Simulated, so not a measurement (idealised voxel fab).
process module | voxel wiring stack
cross-section cut | 220 nm wide | cells 5 nm
A cross-section is a grid of square cells, given in bands from the top down. A band is one or more rows of cells.
Each band's line starts with the height of the band's top and of its bottom, in nm. Then come its materials from left to right, each with its width in nm. One material with "throughout" fills the band from edge to edge. "air" is empty space.
Height 0 is the level under which the wafer as received is all one material. The lowest band goes on downwards, as in "0 down".
A width such as "30 to 40" changes by the same amount from each row of cells to the next, from the band's top row to its bottom row.
"no change" after a step means that no cell of the cross-section changed.
closed voids: empty space of 8 cells or more with no open way to the top, each as width x height at its distance from the left edge, in nm
after a step's settings: what the simulator itself notes on the step
overlay nm, on a step with a mask: how far to the right of its planned place the mask lay; to the left if negative
plan
1 op RECEIVE | material Si
2 op CONFORMAL_DEP | material SiO2 | thk nm 15
3 op DIRECTIONAL_DEP | material TiN | thk nm 5
4 op DIRECTIONAL_DEP | material W | thk nm 15
5 op DIRECTIONAL_DEP | material aC | thk nm 10
6 op PATTERN | tone cover | mask id METAL_1 | material resist | width nm 25 | pitch nm 40 | thk nm 30 | overlay nm 0
7 op DIRECTIONAL_ETCH | etch materials aC | depth nm 10
8 op STRIP | etch materials resist
9 op DIRECTIONAL_ETCH | etch materials W | depth nm 15
10 op DIRECTIONAL_ETCH | etch materials TiN | depth nm 5
11 op STRIP | etch materials aC
12 op CONFORMAL_DEP | material SiCN | thk nm 5
13 op FILL_DEP | material SiO2 | thk nm 5
14 op CMP | height nm 35
15 op CONFORMAL_DEP | material SiCN | thk nm 5
16 op DIRECTIONAL_DEP | material SiO2 | thk nm 30
17 op DIRECTIONAL_DEP | material aC | thk nm 10
18 op PATTERN | tone open | mask id METAL_2 | material resist | width nm 25 | pitch nm 40 | thk nm 30 | overlay nm 0
19 op DIRECTIONAL_ETCH | etch materials aC | depth nm 10
20 op STRIP | etch materials resist
21 op DIRECTIONAL_ETCH | etch materials SiO2 | depth nm 15
22 op STRIP | etch materials aC
23 op MASKED_ETCH | tone open | mask id METAL_2_HOLES | width nm 15 | pitch nm 40 | etch materials SiO2 | depth nm 15 | overlay nm 0
24 op MASKED_ETCH | tone open | mask id METAL_2_HOLES | width nm 15 | pitch nm 40 | etch materials SiCN | depth nm 5 | overlay nm 0
25 op CONFORMAL_DEP | material TiN | thk nm 5
26 op FILL_DEP | material Cu | thk nm 10
27 op CMP | height nm 70
28 op CONFORMAL_DEP | material SiN | thk nm 5
as received, after step 1
  0 down: Si throughout
  closed voids: none
a wafer at the end: this start, this plan, one mistake
  90 to 85: SiN throughout
  85 to 75: Cu throughout
  75 to 70: TiN 80 | Cu 15 | TiN 25 | Cu 15 | TiN 85
  70 to 60: SiO2 75 | TiN 5 | Cu 15 | TiN 5 | SiO2 15 | TiN 5 | Cu 15 | TiN 5 | SiO2 80
  60 to 55: SiO2 75 | TiN 5 | Cu 5 | TiN 15 | SiO2 15 | TiN 5 | Cu 5 | TiN 15 | SiO2 80
  55 to 40: SiO2 75 | TiN 5 | Cu 5 | TiN 5 | SiO2 25 | TiN 5 | Cu 5 | TiN 5 | SiO2 90
  40 to 35: SiCN 75 | TiN 15 | SiCN 25 | TiN 15 | SiCN 90
  35 to 20: SiO2 70 | SiCN 5 | W 25 | SiCN 5 | SiO2 5 | SiCN 5 | W 25 | SiCN 5 | SiO2 75
  20 to 15: SiCN 75 | TiN 25 | SiCN 15 | TiN 25 | SiCN 80
  15 to 0: SiO2 throughout
  0 down: Si throughout
  closed voids: none
what went wrong: step 27 was left out
